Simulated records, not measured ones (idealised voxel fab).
process module | voxel plated lines
cross-section cut | 180 nm wide | cells 5 nm
A cross-section is a grid of square cells, given in bands from the top down. A band is one or more rows of cells.
Each band's line starts with the height of the band's top and of its bottom, in nm. Then come its materials from left to right, each with its width in nm. One material with "throughout" fills the band from edge to edge. "air" is empty space.
Height 0 is the level under which the wafer as received is all one material. The lowest band goes on downwards, as in "0 down".
A width such as "30 to 40" changes by the same amount from each row of cells to the next, from the band's top row to its bottom row.
"no change" after a step means that no cell of the cross-section changed.
closed voids: empty space of 8 cells or more with no open way to the top, each as width x height at its distance from the left edge, in nm
after a step's settings: what the simulator itself notes on the step
overlay nm, on a step with a mask: how far to the right of its planned place the mask lay; to the left if negative
Each pair below shows a cross-section before one step and the cross-section after it, down to the lowest band that changed. The line under each pair gives the step between them, with its settings. The pairs can come from different runs of this module on the same starting wafer, so a pair continues from the pair above only where its "before" says so.
before
  0 down: Si throughout
  closed voids: none
after
  10 to 0: SiN throughout
  below 0: unchanged
  closed voids: none
the step between: op CONFORMAL_DEP | material SiN | thk nm 10
before: the cross-section after the pair above
after
  15 to 10: TiN throughout
  below 10: unchanged
  closed voids: none
the step between: op DIRECTIONAL_DEP | material TiN | thk nm 5
before: the cross-section after the pair above
after
  45 to 15: resist 20 | air 15 | resist 25 | air 15 | resist 25 | air 15 | resist 25 | air 15 | resist 25
  below 15: unchanged
  closed voids: none
the step between: op PATTERN | tone open | mask id LINES | material resist | width nm 15 | pitch nm 40 | thk nm 30 | overlay nm 0
before: the cross-section after the pair above
after
  45 to 25: resist 20 | air 15 | resist 25 | air 15 | resist 25 | air 15 | resist 25 | air 15 | resist 25
  25 to 15: resist 20 | Ru 15 | resist 25 | Ru 15 | resist 25 | Ru 15 | resist 25 | Ru 15 | resist 25
  below 15: unchanged
  closed voids: none
the step between: op EPI | material Ru | thk nm 10
before: the cross-section after the pair above
after
  45 to 35: resist 20 | air 15 | resist 25 | air 15 | resist 25 | air 15 | resist 25 | air 15 | resist 25
  35 to 15: resist 20 | Ru 15 | resist 25 | Ru 15 | resist 25 | Ru 15 | resist 25 | Ru 15 | resist 25
  below 15: unchanged
  closed voids: none
the step between: op EPI | material Ru | thk nm 10
before: the cross-section after the pair above
after
  35 to 15: air 20 | Ru 15 | air 25 | Ru 15 | air 25 | Ru 15 | air 25 | Ru 15 | air 25
  below 15: unchanged
  closed voids: none
the step between: op STRIP | etch materials resist
before: the cross-section after the pair above
after
  35 to 15: air 20 | Ru 15 | air 25 | Ru 15 | air 25 | Ru 15 | air 25 | Ru 15 | air 25
  15 to 10: air 20 | TiN 15 | air 25 | TiN 15 | air 25 | TiN 15 | air 25 | TiN 15 | air 25
  below 10: unchanged
  closed voids: none
the step between: op DIRECTIONAL_ETCH | etch materials TiN | depth nm 5
before: the cross-section after the pair above
after
  45 to 35: air 10 | SiCN 35 | air 5 | SiCN 35 | air 5 | SiCN 35 | air 5 | SiCN 35 | air 15
  35 to 20: air 10 | SiCN 10 | Ru 15 | SiCN 10 | air 5 | SiCN 10 | Ru 15 | SiCN 10 | air 5 | SiCN 10 | Ru 15 | SiCN 10 | air 5 | SiCN 10 | Ru 15 | SiCN 10 | air 15
  20 to 15: SiCN 20 | Ru 15 | SiCN 25 | Ru 15 | SiCN 25 | Ru 15 | SiCN 25 | Ru 15 | SiCN 25
  15 to 10: SiCN 20 | TiN 15 | SiCN 25 | TiN 15 | SiCN 25 | TiN 15 | SiCN 25 | TiN 15 | SiCN 25
  below 10: unchanged
  closed voids: none
the step between: op CONFORMAL_DEP | material SiCN | thk nm 10
before
  45 to 25: resist 20 | air 15 | resist 25 | air 15 | resist 25 | air 15 | resist 25 | air 15 | resist 25
  25 to 15: resist 20 | Ru 15 | resist 25 | Ru 15 | resist 25 | Ru 15 | resist 25 | Ru 15 | resist 25
  15 to 10: TiN throughout
  10 to 0: SiN throughout
  0 down: Si throughout
  closed voids: none
after
  25 to 15: air 20 | Ru 15 | air 25 | Ru 15 | air 25 | Ru 15 | air 25 | Ru 15 | air 25
  below 15: unchanged
  closed voids: none
the step between: op STRIP | etch materials resist
before: the cross-section after the pair above
after
  25 to 15: air 20 | Ru 15 | air 25 | Ru 15 | air 25 | Ru 15 | air 25 | Ru 15 | air 25
  15 to 10: air 20 | TiN 15 | air 25 | TiN 15 | air 25 | TiN 15 | air 25 | TiN 15 | air 25
  below 10: unchanged
  closed voids: none
the step between: op DIRECTIONAL_ETCH | etch materials TiN | depth nm 5
before: the cross-section after the pair above
after
  35 to 25: air 10 | SiCN 35 | air 5 | SiCN 35 | air 5 | SiCN 35 | air 5 | SiCN 35 | air 15
  25 to 20: air 10 | SiCN 10 | Ru 15 | SiCN 10 | air 5 | SiCN 10 | Ru 15 | SiCN 10 | air 5 | SiCN 10 | Ru 15 | SiCN 10 | air 5 | SiCN 10 | Ru 15 | SiCN 10 | air 15
  20 to 15: SiCN 20 | Ru 15 | SiCN 25 | Ru 15 | SiCN 25 | Ru 15 | SiCN 25 | Ru 15 | SiCN 25
  15 to 10: SiCN 20 | TiN 15 | SiCN 25 | TiN 15 | SiCN 25 | TiN 15 | SiCN 25 | TiN 15 | SiCN 25
  below 10: unchanged
  closed voids: none
the step between: op CONFORMAL_DEP | material SiCN | thk nm 10
before
  45 to 35: resist 20 | air 15 | resist 25 | air 15 | resist 25 | air 15 | resist 25 | air 15 | resist 25
  35 to 15: resist 20 | Ru 15 | resist 25 | Ru 15 | resist 25 | Ru 15 | resist 25 | Ru 15 | resist 25
  15 to 10: TiN throughout
  10 to 0: SiN throughout
  0 down: Si throughout
  closed voids: none
after
  45 to 15: resist 20 | Ru 15 | resist 25 | Ru 15 | resist 25 | Ru 15 | resist 25 | Ru 15 | resist 25
  below 15: unchanged
  closed voids: none
the step between: op EPI | material Ru | thk nm 10
before: the cross-section after the pair above
after
  45 to 15: air 20 | Ru 15 | air 25 | Ru 15 | air 25 | Ru 15 | air 25 | Ru 15 | air 25
  below 15: unchanged
  closed voids: none
the step between: op STRIP | etch materials resist
before: the cross-section after the pair above
after
  45 to 15: air 20 | Ru 15 | air 25 | Ru 15 | air 25 | Ru 15 | air 25 | Ru 15 | air 25
  15 to 10: air 20 | TiN 15 | air 25 | TiN 15 | air 25 | TiN 15 | air 25 | TiN 15 | air 25
  below 10: unchanged
  closed voids: none
the step between: op DIRECTIONAL_ETCH | etch materials TiN | depth nm 5
before: the cross-section after the pair above
after
  55 to 45: air 10 | SiCN 35 | air 5 | SiCN 35 | air 5 | SiCN 35 | air 5 | SiCN 35 | air 15
  45 to 20: air 10 | SiCN 10 | Ru 15 | SiCN 10 | air 5 | SiCN 10 | Ru 15 | SiCN 10 | air 5 | SiCN 10 | Ru 15 | SiCN 10 | air 5 | SiCN 10 | Ru 15 | SiCN 10 | air 15
  20 to 15: SiCN 20 | Ru 15 | SiCN 25 | Ru 15 | SiCN 25 | Ru 15 | SiCN 25 | Ru 15 | SiCN 25
  15 to 10: SiCN 20 | TiN 15 | SiCN 25 | TiN 15 | SiCN 25 | TiN 15 | SiCN 25 | TiN 15 | SiCN 25
  below 10: unchanged
  closed voids: none
the step between: op CONFORMAL_DEP | material SiCN | thk nm 10
before
  25 to 15: air 20 | Ru 15 | air 25 | Ru 15 | air 25 | Ru 15 | air 25 | Ru 15 | air 25
  15 to 10: TiN throughout
  10 to 0: SiN throughout
  0 down: Si throughout
  closed voids: none
after
  35 to 25: air 10 | Ru 35 | air 5 | Ru 35 | air 5 | Ru 35 | air 5 | Ru 35 | air 15
  25 to 15: Ru throughout
  below 15: unchanged
  closed voids: none
the step between: op EPI | material Ru | thk nm 10
before: the cross-section after the pair above
after
  45 to 35: SiCN 175 | air 5
  35 to 25: SiCN 10 | Ru 35 | SiCN 5 | Ru 35 | SiCN 5 | Ru 35 | SiCN 5 | Ru 35 | SiCN 15
  below 25: unchanged
  closed voids: none
the step between: op CONFORMAL_DEP | material SiCN | thk nm 10
before
  0 down: Si throughout
  closed voids: none
after
  15 to 0: SiN throughout
  below 0: unchanged
  closed voids: none
the step between: op CONFORMAL_DEP | material SiN | thk nm 15
before: the cross-section after the pair above
after
  20 to 15: TiN throughout
  below 15: unchanged
  closed voids: none
the step between: op DIRECTIONAL_DEP | material TiN | thk nm 5
before: the cross-section after the pair above
after
  50 to 20: resist 20 | air 15 | resist 25 | air 15 | resist 25 | air 15 | resist 25 | air 15 | resist 25
  below 20: unchanged
  closed voids: none
the step between: op PATTERN | tone open | mask id LINES | material resist | width nm 15 | pitch nm 40 | thk nm 30 | overlay nm 0
before: the cross-section after the pair above
after
  50 to 30: resist 20 | air 15 | resist 25 | air 15 | resist 25 | air 15 | resist 25 | air 15 | resist 25
  30 to 20: resist 20 | Ru 15 | resist 25 | Ru 15 | resist 25 | Ru 15 | resist 25 | Ru 15 | resist 25
  below 20: unchanged
  closed voids: none
the step between: op EPI | material Ru | thk nm 10
before: the cross-section after the pair above
after
  50 to 40: resist 20 | air 15 | resist 25 | air 15 | resist 25 | air 15 | resist 25 | air 15 | resist 25
  40 to 20: resist 20 | Ru 15 | resist 25 | Ru 15 | resist 25 | Ru 15 | resist 25 | Ru 15 | resist 25
  below 20: unchanged
  closed voids: none
the step between: op EPI | material Ru | thk nm 10
before: the cross-section after the pair above
after
  40 to 20: air 20 | Ru 15 | air 25 | Ru 15 | air 25 | Ru 15 | air 25 | Ru 15 | air 25
  below 20: unchanged
  closed voids: none
the step between: op STRIP | etch materials resist
before: the cross-section after the pair above
after
  40 to 20: air 20 | Ru 15 | air 25 | Ru 15 | air 25 | Ru 15 | air 25 | Ru 15 | air 25
  20 to 15: air 20 | TiN 15 | air 25 | TiN 15 | air 25 | TiN 15 | air 25 | TiN 15 | air 25
  below 15: unchanged
  closed voids: none
the step between: op DIRECTIONAL_ETCH | etch materials TiN | depth nm 5
before: the cross-section after the pair above
after
  50 to 40: air 10 | SiCN 35 | air 5 | SiCN 35 | air 5 | SiCN 35 | air 5 | SiCN 35 | air 15
  40 to 25: air 10 | SiCN 10 | Ru 15 | SiCN 10 | air 5 | SiCN 10 | Ru 15 | SiCN 10 | air 5 | SiCN 10 | Ru 15 | SiCN 10 | air 5 | SiCN 10 | Ru 15 | SiCN 10 | air 15
  25 to 20: SiCN 20 | Ru 15 | SiCN 25 | Ru 15 | SiCN 25 | Ru 15 | SiCN 25 | Ru 15 | SiCN 25
  20 to 15: SiCN 20 | TiN 15 | SiCN 25 | TiN 15 | SiCN 25 | TiN 15 | SiCN 25 | TiN 15 | SiCN 25
  below 15: unchanged
  closed voids: none
the step between: op CONFORMAL_DEP | material SiCN | thk nm 10
before
  15 to 10: TiN throughout
  10 to 0: SiN throughout
  0 down: Si throughout
  closed voids: none
after
  45 to 15: resist 20 | air 20 | resist 20 | air 20 | resist 20 | air 20 | resist 20 | air 20 | resist 20
  below 15: unchanged
  closed voids: none
the step between: op PATTERN | tone open | mask id LINES | material resist | width nm 20 | pitch nm 40 | thk nm 30 | overlay nm 0
before: the cross-section after the pair above
after
  45 to 25: resist 20 | air 20 | resist 20 | air 20 | resist 20 | air 20 | resist 20 | air 20 | resist 20
  25 to 15: resist 20 | Ru 20 | resist 20 | Ru 20 | resist 20 | Ru 20 | resist 20 | Ru 20 | resist 20
  below 15: unchanged
  closed voids: none
the step between: op EPI | material Ru | thk nm 10
before: the cross-section after the pair above
after
  45 to 35: resist 20 | air 20 | resist 20 | air 20 | resist 20 | air 20 | resist 20 | air 20 | resist 20
  35 to 15: resist 20 | Ru 20 | resist 20 | Ru 20 | resist 20 | Ru 20 | resist 20 | Ru 20 | resist 20
  below 15: unchanged
  closed voids: none
the step between: op EPI | material Ru | thk nm 10
before: the cross-section after the pair above
after
  35 to 15: air 20 | Ru 20 | air 20 | Ru 20 | air 20 | Ru 20 | air 20 | Ru 20 | air 20
  below 15: unchanged
  closed voids: none
the step between: op STRIP | etch materials resist
before: the cross-section after the pair above
after
  35 to 15: air 20 | Ru 20 | air 20 | Ru 20 | air 20 | Ru 20 | air 20 | Ru 20 | air 20
  15 to 10: air 20 | TiN 20 | air 20 | TiN 20 | air 20 | TiN 20 | air 20 | TiN 20 | air 20
  below 10: unchanged
  closed voids: none
the step between: op DIRECTIONAL_ETCH | etch materials TiN | depth nm 5
before: the cross-section after the pair above
after
  45 to 35: air 10 | SiCN 160 | air 10
  35 to 20: air 10 | SiCN 10 | Ru 20 | SiCN 20 | Ru 20 | SiCN 20 | Ru 20 | SiCN 20 | Ru 20 | SiCN 10 | air 10
  20 to 15: SiCN 20 | Ru 20 | SiCN 20 | Ru 20 | SiCN 20 | Ru 20 | SiCN 20 | Ru 20 | SiCN 20
  15 to 10: SiCN 20 | TiN 20 | SiCN 20 | TiN 20 | SiCN 20 | TiN 20 | SiCN 20 | TiN 20 | SiCN 20
  below 10: unchanged
  closed voids: none
the step between: op CONFORMAL_DEP | material SiCN | thk nm 10
before
  15 to 10: TiN throughout
  10 to 0: SiN throughout
  0 down: Si throughout
  closed voids: none
after
  45 to 15: resist 30 | air 15 | resist 25 | air 15 | resist 25 | air 15 | resist 25 | air 15 | resist 15
  below 15: unchanged
  closed voids: none
the step between: op PATTERN | tone open | mask id LINES | material resist | width nm 15 | pitch nm 40 | thk nm 30 | overlay nm 10
before: the cross-section after the pair above
after
  45 to 25: resist 30 | air 15 | resist 25 | air 15 | resist 25 | air 15 | resist 25 | air 15 | resist 15
  25 to 15: resist 30 | Ru 15 | resist 25 | Ru 15 | resist 25 | Ru 15 | resist 25 | Ru 15 | resist 15
  below 15: unchanged
  closed voids: none
the step between: op EPI | material Ru | thk nm 10
before: the cross-section after the pair above
after
  45 to 35: resist 30 | air 15 | resist 25 | air 15 | resist 25 | air 15 | resist 25 | air 15 | resist 15
  35 to 15: resist 30 | Ru 15 | resist 25 | Ru 15 | resist 25 | Ru 15 | resist 25 | Ru 15 | resist 15
  below 15: unchanged
  closed voids: none
the step between: op EPI | material Ru | thk nm 10
before: the cross-section after the pair above
after
  35 to 15: air 30 | Ru 15 | air 25 | Ru 15 | air 25 | Ru 15 | air 25 | Ru 15 | air 15
  below 15: unchanged
  closed voids: none
the step between: op STRIP | etch materials resist
before: the cross-section after the pair above
after
  35 to 15: air 30 | Ru 15 | air 25 | Ru 15 | air 25 | Ru 15 | air 25 | Ru 15 | air 15
  15 to 10: air 30 | TiN 15 | air 25 | TiN 15 | air 25 | TiN 15 | air 25 | TiN 15 | air 15
  below 10: unchanged
  closed voids: none
the step between: op DIRECTIONAL_ETCH | etch materials TiN | depth nm 5
before: the cross-section after the pair above
after
  45 to 35: air 20 | SiCN 35 | air 5 | SiCN 35 | air 5 | SiCN 35 | air 5 | SiCN 35 | air 5
  35 to 20: air 20 | SiCN 10 | Ru 15 | SiCN 10 | air 5 | SiCN 10 | Ru 15 | SiCN 10 | air 5 | SiCN 10 | Ru 15 | SiCN 10 | air 5 | SiCN 10 | Ru 15 | SiCN 10 | air 5
  20 to 15: SiCN 30 | Ru 15 | SiCN 25 | Ru 15 | SiCN 25 | Ru 15 | SiCN 25 | Ru 15 | SiCN 15
  15 to 10: SiCN 30 | TiN 15 | SiCN 25 | TiN 15 | SiCN 25 | TiN 15 | SiCN 25 | TiN 15 | SiCN 15
  below 10: unchanged
  closed voids: none
the step between: op CONFORMAL_DEP | material SiCN | thk nm 10
before
  35 to 15: air 20 | Ru 15 | air 25 | Ru 15 | air 25 | Ru 15 | air 25 | Ru 15 | air 25
  15 to 10: air 20 | TiN 15 | air 25 | TiN 15 | air 25 | TiN 15 | air 25 | TiN 15 | air 25
  10 to 0: SiN throughout
  0 down: Si throughout
  closed voids: none
after
  45 to 35: air 10 | TiN 35 | air 5 | TiN 35 | air 5 | TiN 35 | air 5 | TiN 35 | air 15
  35 to 20: air 10 | TiN 10 | Ru 15 | TiN 10 | air 5 | TiN 10 | Ru 15 | TiN 10 | air 5 | TiN 10 | Ru 15 | TiN 10 | air 5 | TiN 10 | Ru 15 | TiN 10 | air 15
  20 to 15: TiN 20 | Ru 15 | TiN 25 | Ru 15 | TiN 25 | Ru 15 | TiN 25 | Ru 15 | TiN 25
  15 to 10: TiN throughout
  below 10: unchanged
  closed voids: none
the step between: op CONFORMAL_DEP | material TiN | thk nm 10
before
  15 to 10: TiN throughout
  10 to 0: SiN throughout
  0 down: Si throughout
  closed voids: none
after
  45 to 15: air 20 | resist 15 | air 25 | resist 15 | air 25 | resist 15 | air 25 | resist 15 | air 25
  below 15: unchanged
  closed voids: none
the step between: op PATTERN | tone cover | mask id LINES | material resist | width nm 15 | pitch nm 40 | thk nm 30 | overlay nm 0
before: the cross-section after the pair above
after
  45 to 25: air 20 | resist 15 | air 25 | resist 15 | air 25 | resist 15 | air 25 | resist 15 | air 25
  25 to 15: Ru 20 | resist 15 | Ru 25 | resist 15 | Ru 25 | resist 15 | Ru 25 | resist 15 | Ru 25
  below 15: unchanged
  closed voids: none
the step between: op EPI | material Ru | thk nm 10
before: the cross-section after the pair above
after
  45 to 35: air 20 | resist 15 | air 25 | resist 15 | air 25 | resist 15 | air 25 | resist 15 | air 25
  35 to 15: Ru 20 | resist 15 | Ru 25 | resist 15 | Ru 25 | resist 15 | Ru 25 | resist 15 | Ru 25
  below 15: unchanged
  closed voids: none
the step between: op EPI | material Ru | thk nm 10
before: the cross-section after the pair above
after
  35 to 15: Ru 20 | air 15 | Ru 25 | air 15 | Ru 25 | air 15 | Ru 25 | air 15 | Ru 25
  below 15: unchanged
  closed voids: none
the step between: op STRIP | etch materials resist
before: the cross-section after the pair above
after
  35 to 15: Ru 20 | air 15 | Ru 25 | air 15 | Ru 25 | air 15 | Ru 25 | air 15 | Ru 25
  15 to 10: TiN 20 | air 15 | TiN 25 | air 15 | TiN 25 | air 15 | TiN 25 | air 15 | TiN 25
  below 10: unchanged
  closed voids: none
the step between: op DIRECTIONAL_ETCH | etch materials TiN | depth nm 5
before: the cross-section after the pair above
after
  45 to 35: SiCN throughout
  35 to 15: Ru 20 | SiCN 15 | Ru 25 | SiCN 15 | Ru 25 | SiCN 15 | Ru 25 | SiCN 15 | Ru 25
  15 to 10: TiN 20 | SiCN 15 | TiN 25 | SiCN 15 | TiN 25 | SiCN 15 | TiN 25 | SiCN 15 | TiN 25
  below 10: unchanged
  closed voids: none
the step between: op CONFORMAL_DEP | material SiCN | thk nm 10
